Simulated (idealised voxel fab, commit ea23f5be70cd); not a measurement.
This section sets out a process module, namely voxel self aligned contacts.
The cross-section on display is named cut; it measures 235 nm wide, and its cells are 5 nm squares.
Notation: cross-section as square-cell grid; stated in bands, top first, going down; one or more cell rows per band.
Within each band entry, the heights of the top and of the bottom of the band appear first, in that order and in nm; the materials of the band then follow from left to right, each with its corresponding width in nm. The designation "edge to edge" on a single material indicates that it fills the band from edge to edge; the designation "air" indicates empty space.
Convention: height 0 is the level below which the wafer, as received, is all one material. The lowest band does not terminate at the bottom but continues downward, represented as "0 -> down".
Per-row width for "30 to 40": begins at first number (top row of band), ends at second number (bottom row), increment between rows held constant.
Step marked "no change occurred"? Then no cell in the cross-section changed in it.
Under "Tabulated closed voids" you'll find the enclosed gaps, the ones with no way out to the top, that are 8 cells or bigger; each reads width x height at distance, with distance counted from the left edge, everything in nm.
What comes after the settings on a step's line is commentary from the simulator itself on that step.
Regarding "overlay nm": on a step with a mask, it is the distance the mask lay to the right of its planned place; a negative value places it to the left.
Intended process steps:
1 RECEIVE (material Si)
2 OXIDIZE (depth nm 5)
3 DIRECTIONAL_DEP (material polySi; thk nm 30)
4 DIRECTIONAL_DEP (material SiN; thk nm 20)
5 PATTERN (tone cover; mask id GATE; material resist; width nm 30; pitch nm 70; thk nm 15; overlay nm 0)
6 DIRECTIONAL_ETCH (etch materials SiN; depth nm 20)
7 DIRECTIONAL_ETCH (etch materials polySi; depth nm 30)
8 STRIP (etch materials resist)
9 CONFORMAL_DEP (material SiN; thk nm 10)
10 DIRECTIONAL_ETCH (etch materials SiN; depth nm 10)
11 FILL_DEP (material SiO2; thk nm 20)
12 CMP (height nm 60)
13 DIRECTIONAL_DEP (material aC; thk nm 15)
14 PATTERN (tone open; mask id CONTACT; material resist; width nm 50; pitch nm 70; thk nm 30; overlay nm 0)
15 DIRECTIONAL_ETCH (etch materials aC; depth nm 15)
16 STRIP (etch materials resist)
17 DIRECTIONAL_ETCH (etch materials SiO2; depth nm 65)
18 STRIP (etch materials aC)
19 CONFORMAL_DEP (material TiN; thk nm 5)
20 FILL_DEP (material W; thk nm 5)
21 CMP (height nm 60)
22 CONFORMAL_DEP (material SiCN; thk nm 5)
First of two wafers - as planned:
Wafer cross-section on receipt, i.e. after step 1:
* 0 -> down: Si edge to edge
* Tabulated closed voids: none
Step 2 done - wafer cross-section:
* 0 -> -5: SiO2 edge to edge
* Heights below -5 show no change.
Step 3 done - wafer cross-section:
* 30 -> 0: polySi edge to edge
* Heights below 0 show no change.
Step 4 done - wafer cross-section:
* 50 -> 30: SiN edge to edge
* Heights below 30 show no change.
Step 5 done - wafer cross-section:
* 65 -> 50: air 30; resist 30; air 40; resist 30; air 40; resist 30; air 35
* Heights below 50 show no change.
Step 6 done - wafer cross-section:
* 65 -> 50: air 30; resist 30; air 40; resist 30; air 40; resist 30; air 35
* 50 -> 30: air 30; SiN 30; air 40; SiN 30; air 40; SiN 30; air 35
* Heights below 30 show no change.
Step 7 done - wafer cross-section:
* 65 -> 50: air 30; resist 30; air 40; resist 30; air 40; resist 30; air 35
* 50 -> 30: air 30; SiN 30; air 40; SiN 30; air 40; SiN 30; air 35
* 30 -> 0: air 30; polySi 30; air 40; polySi 30; air 40; polySi 30; air 35
* Heights below 0 show no change.
Step 8 done - wafer cross-section:
* 50 -> 30: air 30; SiN 30; air 40; SiN 30; air 40; SiN 30; air 35
* Heights below 30 show no change.
Step 9 done - wafer cross-section:
* 60 -> 30: air 20; SiN 50; air 20; SiN 50; air 20; SiN 50; air 25
* 30 -> 10: air 20; SiN 10; polySi 30; SiN 10; air 20; SiN 10; polySi 30; SiN 10; air 20; SiN 10; polySi 30; SiN 10; air 25
* 10 -> 0: SiN 30; polySi 30; SiN 40; polySi 30; SiN 40; polySi 30; SiN 35
* Heights below 0 show no change.
Step 10 done - wafer cross-section:
* 50 -> 30: air 20; SiN 50; air 20; SiN 50; air 20; SiN 50; air 25
* 30 -> 0: air 20; SiN 10; polySi 30; SiN 10; air 20; SiN 10; polySi 30; SiN 10; air 20; SiN 10; polySi 30; SiN 10; air 25
* Heights below 0 show no change.
Step 11 done - wafer cross-section:
* 70 -> 50: SiO2 edge to edge
* 50 -> 30: SiO2 20; SiN 50; SiO2 20; SiN 50; SiO2 20; SiN 50; SiO2 25
* 30 -> 0: SiO2 20; SiN 10; polySi 30; SiN 10; SiO2 20; SiN 10; polySi 30; SiN 10; SiO2 20; SiN 10; polySi 30; SiN 10; SiO2 25
* Heights below 0 show no change.
Step 12 done - wafer cross-section:
* 60 -> 50: SiO2 edge to edge
* Heights below 50 show no change.
Step 13 done - wafer cross-section:
* 75 -> 60: aC edge to edge
* Heights below 60 show no change.
Step 14 done - wafer cross-section:
* 105 -> 75: resist 55; air 50; resist 20; air 50; resist 60
* Heights below 75 show no change.
Step 15 done - wafer cross-section:
* 90 -> 75: resist 55; air 50; resist 20; air 50; resist 60
* 75 -> 60: aC 55; air 50; aC 20; air 50; aC 60
* Heights below 60 show no change.
Step 16 done - wafer cross-section:
* 75 -> 60: aC 55; air 50; aC 20; air 50; aC 60
* Heights below 60 show no change.
Step 17 done - wafer cross-section:
* 75 -> 60: aC 55; air 50; aC 20; air 50; aC 60
* 60 -> 50: SiO2 55; air 50; SiO2 20; air 50; SiO2 60
* 50 -> 30: SiO2 20; SiN 50; air 20; SiN 50; air 20; SiN 50; SiO2 25
* 30 -> 0: SiO2 20; SiN 10; polySi 30; SiN 10; air 20; SiN 10; polySi 30; SiN 10; air 20; SiN 10; polySi 30; SiN 10; SiO2 25
* 0 -> -5: SiO2 70; air 20; SiO2 50; air 20; SiO2 75
* Heights below -5 show no change.
Step 18 done - wafer cross-section:
* 60 -> 50: SiO2 55; air 50; SiO2 20; air 50; SiO2 60
* Heights below 50 show no change.
Step 19 done - wafer cross-section:
* 65 -> 60: TiN 60; air 40; TiN 30; air 40; TiN 65
* 60 -> 50: SiO2 55; TiN 5 to 20; air 40 to 10; TiN 5 to 20; SiO2 20; TiN 5 to 20; air 40 to 10; TiN 5 to 20; SiO2 60
* 50 -> 30: SiO2 20; SiN 50; TiN 5; air 10; TiN 5; SiN 50; TiN 5; air 10; TiN 5; SiN 50; SiO2 25
* 30 -> 0: SiO2 20; SiN 10; polySi 30; SiN 10; TiN 5; air 10; TiN 5; SiN 10; polySi 30; SiN 10; TiN 5; air 10; TiN 5; SiN 10; polySi 30; SiN 10; SiO2 25
* 0 -> -5: SiO2 70; TiN 20; SiO2 50; TiN 20; SiO2 75
* Heights below -5 show no change.
Step 20 done - wafer cross-section:
* 70 -> 65: W edge to edge
* 65 -> 60: TiN 60; W 40; TiN 30; W 40; TiN 65
* 60 -> 50: SiO2 55; TiN 5 to 20; W 40 to 10; TiN 5 to 20; SiO2 20; TiN 5 to 20; W 40 to 10; TiN 5 to 20; SiO2 60
* 50 -> 30: SiO2 20; SiN 50; TiN 5; W 10; TiN 5; SiN 50; TiN 5; W 10; TiN 5; SiN 50; SiO2 25
* 30 -> 0: SiO2 20; SiN 10; polySi 30; SiN 10; TiN 5; W 10; TiN 5; SiN 10; polySi 30; SiN 10; TiN 5; W 10; TiN 5; SiN 10; polySi 30; SiN 10; SiO2 25
* Heights below 0 show no change.
Step 21 done - wafer cross-section:
* 60 -> 50: SiO2 55; TiN 5 to 20; W 40 to 10; TiN 5 to 20; SiO2 20; TiN 5 to 20; W 40 to 10; TiN 5 to 20; SiO2 60
* Heights below 50 show no change.
Step 22 done - wafer cross-section:
* 65 -> 60: SiCN edge to edge
* Heights below 60 show no change.
Second wafer: same start and same plan as the first, one execution error; identical to the first through step 4:
Second wafer shown in cross-section at the time step 5 was slated to end:
* 65 -> 50: air 25; resist 40; air 30; resist 40; air 30; resist 40; air 30
* Heights below 50 show no change.
Second wafer shown in cross-section at the time step 6 was slated to end:
* 65 -> 50: air 25; resist 40; air 30; resist 40; air 30; resist 40; air 30
* 50 -> 30: air 25; SiN 40; air 30; SiN 40; air 30; SiN 40; air 30
* Heights below 30 show no change.
Second wafer shown in cross-section at the time step 7 was slated to end:
* 65 -> 50: air 25; resist 40; air 30; resist 40; air 30; resist 40; air 30
* 50 -> 30: air 25; SiN 40; air 30; SiN 40; air 30; SiN 40; air 30
* 30 -> 0: air 25; polySi 40; air 30; polySi 40; air 30; polySi 40; air 30
* Heights below 0 show no change.
Second wafer shown in cross-section at the time step 8 was slated to end:
* 50 -> 30: air 25; SiN 40; air 30; SiN 40; air 30; SiN 40; air 30
* Heights below 30 show no change.
Second wafer shown in cross-section at the time step 9 was slated to end:
* 60 -> 30: air 15; SiN 60; air 10; SiN 60; air 10; SiN 60; air 20
* 30 -> 10: air 15; SiN 10; polySi 40; SiN 10; air 10; SiN 10; polySi 40; SiN 10; air 10; SiN 10; polySi 40; SiN 10; air 20
* 10 -> 0: SiN 25; polySi 40; SiN 30; polySi 40; SiN 30; polySi 40; SiN 30
* Heights below 0 show no change.
Second wafer shown in cross-section at the time step 10 was slated to end:
* 50 -> 30: air 15; SiN 60; air 10; SiN 60; air 10; SiN 60; air 20
* 30 -> 0: air 15; SiN 10; polySi 40; SiN 10; air 10; SiN 10; polySi 40; SiN 10; air 10; SiN 10; polySi 40; SiN 10; air 20
* Heights below 0 show no change.
Second wafer shown in cross-section at the time step 11 was slated to end:
* 70 -> 50: SiO2 edge to edge
* 50 -> 30: SiO2 15; SiN 60; SiO2 10; SiN 60; SiO2 10; SiN 60; SiO2 20
* 30 -> 0: SiO2 15; SiN 10; polySi 40; SiN 10; SiO2 10; SiN 10; polySi 40; SiN 10; SiO2 10; SiN 10; polySi 40; SiN 10; SiO2 20
* Heights below 0 show no change.
Second wafer shown in cross-section at the time step 12 was slated to end:
* 60 -> 50: SiO2 edge to edge
* Heights below 50 show no change.
Second wafer shown in cross-section at the time step 13 was slated to end:
* 75 -> 60: aC edge to edge
* Heights below 60 show no change.
Second wafer shown in cross-section at the time step 14 was slated to end:
* 105 -> 75: resist 55; air 50; resist 20; air 50; resist 60
* Heights below 75 show no change.
Second wafer shown in cross-section at the time step 15 was slated to end:
* 90 -> 75: resist 55; air 50; resist 20; air 50; resist 60
* 75 -> 60: aC 55; air 50; aC 20; air 50; aC 60
* Heights below 60 show no change.
Second wafer shown in cross-section at the time step 16 was slated to end:
* 75 -> 60: aC 55; air 50; aC 20; air 50; aC 60
* Heights below 60 show no change.
Second wafer shown in cross-section at the time step 17 was slated to end:
* 75 -> 60: aC 55; air 50; aC 20; air 50; aC 60
* 60 -> 50: SiO2 55; air 50; SiO2 20; air 50; SiO2 60
* 50 -> 30: SiO2 15; SiN 60; air 10; SiN 60; air 10; SiN 60; SiO2 20
* 30 -> 0: SiO2 15; SiN 10; polySi 40; SiN 10; air 10; SiN 10; polySi 40; SiN 10; air 10; SiN 10; polySi 40; SiN 10; SiO2 20
* 0 -> -5: SiO2 75; air 10; SiO2 60; air 10; SiO2 80
* Heights below -5 show no change.
Second wafer shown in cross-section at the time step 18 was slated to end:
* 60 -> 50: SiO2 55; air 50; SiO2 20; air 50; SiO2 60
* Heights below 50 show no change.
Second wafer shown in cross-section at the time step 19 was slated to end:
* 65 -> 60: TiN 60; air 40; TiN 30; air 40; TiN 65
* 60 -> 55: SiO2 55; TiN 5; air 40; TiN 5; SiO2 20; TiN 5; air 40; TiN 5; SiO2 60
* 55 -> 50: SiO2 55; TiN 50; SiO2 20; TiN 50; SiO2 60
* 50 -> 30: SiO2 15; SiN 60; TiN 10; SiN 60; TiN 10; SiN 60; SiO2 20
* 30 -> 0: SiO2 15; SiN 10; polySi 40; SiN 10; TiN 10; SiN 10; polySi 40; SiN 10; TiN 10; SiN 10; polySi 40; SiN 10; SiO2 20
* 0 -> -5: SiO2 75; TiN 10; SiO2 60; TiN 10; SiO2 80
* Heights below -5 show no change.
Second wafer shown in cross-section at the time step 20 was slated to end:
* 70 -> 65: W edge to edge
* 65 -> 60: TiN 60; W 40; TiN 30; W 40; TiN 65
* 60 -> 55: SiO2 55; TiN 5; W 40; TiN 5; SiO2 20; TiN 5; W 40; TiN 5; SiO2 60
* Heights below 55 show no change.
Second wafer shown in cross-section at the time step 21 was slated to end:
* 60 -> 55: SiO2 55; TiN 5; W 40; TiN 5; SiO2 20; TiN 5; W 40; TiN 5; SiO2 60
* Heights below 55 show no change.
Second wafer shown in cross-section at the time step 22 was slated to end:
* 65 -> 60: SiCN edge to edge
* Heights below 60 show no change.
Here's what went sideways: not per plan at step 5, really ran PATTERN (tone cover; mask id GATE; material resist; width nm 40; pitch nm 70; thk nm 15; overlay nm 0)
at the end the second wafer has, in cells: SiN: 24 more, SiO2: 16 fewer, W: 44 fewer, polySi: 36 more
